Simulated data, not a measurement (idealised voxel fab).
Documented hereafter: the process module known as voxel ribs on slabs.
Section shown: cut. Width: 140 nm. Cell size: 5 nm, square.
Cross-sections here: square-cell grids, written as top-down lists of bands, a band being one or more rows of cells.
In this notation a band is specified by the heights of its top and bottom, in that order and in nm, after which its materials appear from left to right, each paired with its width in nm. The word "full width" attached to a single material means that material fills the band from edge to edge; the word "blank" stands for empty space.
Note: height 0 marks the level under which the wafer is uniformly one material as received. Lowest band unbounded below, written "0 -> down".
The width entry "30 to 40" should be interpreted row by row: the top row of cells in the band takes the first number, the bottom row takes the second number, and the change between adjacent rows is uniform throughout.
Step marked "changes: none"? Then no cell in the cross-section changed in it.
Empty spaces without an open route to the top, at least 8 cells in extent, make up the entry "Closed void catalog"; each is given as width x height at distance, where the distance is measured from the left edge, and all are in nm.
Where a step's line continues beyond its settings, the continuation is a remark by the simulator itself on that step.
You can add "overlay nm" to a step's line. For a step with a mask, it describes how far the mask lay to the right of its planned position, and a negative number describes a lay to the left.
-- These are the steps we planned for the process
| 1 | RECEIVE,material Si |
| 2 | DIRECTIONAL_DEP,material SiO2,thk nm 30 |
| 3 | DIRECTIONAL_DEP,material polySi,thk nm 15 |
| 4 | DIRECTIONAL_DEP,material aC,thk nm 10 |
| 5 | PATTERN,tone cover,mask id RIB,material resist,width nm 20,thk nm 30,overlay nm 0 |
| 6 | DIRECTIONAL_ETCH,etch materials aC,depth nm 10 |
| 7 | STRIP,etch materials resist |
| 8 | DIRECTIONAL_ETCH,etch materials polySi,depth nm 5 |
| 9 | STRIP,etch materials aC |
| 10 | MASKED_ETCH,tone cover,mask id SLAB,width nm 60,etch materials polySi,depth nm 10,overlay nm 0 |
| 11 | FILL_DEP,material SiO2,thk nm 25 |
| 12 | CMP,height nm 65 |
| 13 | DIRECTIONAL_DEP,material TiN,thk nm 5 |
| 14 | DIRECTIONAL_DEP,material aC,thk nm 15 |
| 15 | PATTERN,tone cover,mask id HEATER,material resist,width nm 30,thk nm 30,overlay nm 0 |
| 16 | DIRECTIONAL_ETCH,etch materials aC,depth nm 15 |
| 17 | STRIP,etch materials resist |
| 18 | DIRECTIONAL_ETCH,etch materials TiN,depth nm 5 |
| 19 | STRIP,etch materials aC |
| 20 | CONFORMAL_DEP,material SiO2,thk nm 5 |
-- Cross-section of the wafer as it came to us, i.e., already through step 1
> 0 -> down = Si full width
> Closed void catalog: none
-- Cross-sectional result after module completion. Note: starting condition and plan are unchanged from above; one processing mistake was made
> 85 -> 80 = blank: 40, then SiO2: 60, then blank: 40
> 80 -> 70 = SiO2 full width
> 70 -> 65 = SiO2: 55, then TiN: 30, then SiO2: 55
> 65 -> 45 = SiO2 full width
> 45 -> 40 = SiO2: 60, then polySi: 20, then SiO2: 60
> 40 -> 30 = SiO2: 40, then polySi: 60, then SiO2: 40
> 30 -> 0 = SiO2 full width
> 0 -> down = Si full width
> Closed void catalog: none
The plan and the run diverged here: step 20 ran differently from the plan; actual operation with settings: CONFORMAL_DEP,material SiO2,thk nm 15
